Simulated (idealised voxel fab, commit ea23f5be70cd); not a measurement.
process module | voxel double patterning
cross-section cut | 175 nm wide | cells 5 nm
A cross-section is a grid of square cells, given in bands from the top down. A band is one or more rows of cells.
Each band's line starts with the height of the band's top and of its bottom, in nm. Then come its materials from left to right, each with its width in nm. One material with "throughout" fills the band from edge to edge. "air" is empty space.
Height 0 is the level under which the wafer as received is all one material. The lowest band goes on downwards, as in "0 down".
A width such as "30 to 40" changes by the same amount from each row of cells to the next, from the band's top row to its bottom row.
"no change" after a step means that no cell of the cross-section changed.
closed voids: empty space of 8 cells or more with no open way to the top, each as width x height at its distance from the left edge, in nm
after a step's settings: what the simulator itself notes on the step
overlay nm, on a step with a mask: how far to the right of its planned place the mask lay; to the left if negative
plan
1 op RECEIVE | material Si
2 op CONFORMAL_DEP | material SiN | thk nm 5
3 op DIRECTIONAL_DEP | material SiO2 | thk nm 20
4 op DIRECTIONAL_DEP | material SiCN | thk nm 5
5 op DIRECTIONAL_DEP | material aC | thk nm 15
6 op PATTERN | tone open | mask id FIRST | material resist | width nm 15 | pitch nm 50 | thk nm 30 | overlay nm 0
7 op DIRECTIONAL_ETCH | etch materials aC | depth nm 15
8 op STRIP | etch materials resist
9 op DIRECTIONAL_ETCH | etch materials SiCN | depth nm 5
10 op STRIP | etch materials aC
11 op DIRECTIONAL_DEP | material aC | thk nm 10
12 op PATTERN | tone open | mask id SECOND | material resist | width nm 15 | thk nm 30 | overlay nm 0
13 op DIRECTIONAL_ETCH | etch materials aC | depth nm 5
14 op STRIP | etch materials resist
15 op DIRECTIONAL_ETCH | etch materials SiCN | depth nm 5
16 op STRIP | etch materials aC
17 op DIRECTIONAL_ETCH | etch materials SiO2 | depth nm 20
18 op STRIP | etch materials SiCN
varied across the wafers: depth nm of step 13. The plan shows the first wafer's value. All wafers start alike
first wafer as received, after step 1
  0 down: Si throughout
  closed voids: none
each wafer at the end: cells of each material gained (+) or lost (-) since it was received, then its closed voids
depth nm 5 | +35 SiN | +116 SiO2 | closed voids: none
depth nm 10 | +35 SiN | +104 SiO2 | closed voids: none
depth nm 15 | +35 SiN | +104 SiO2 | closed voids: none
depth nm 20 | +35 SiN | +104 SiO2 | closed voids: none
depth nm 25 | +35 SiN | +104 SiO2 | closed voids: none
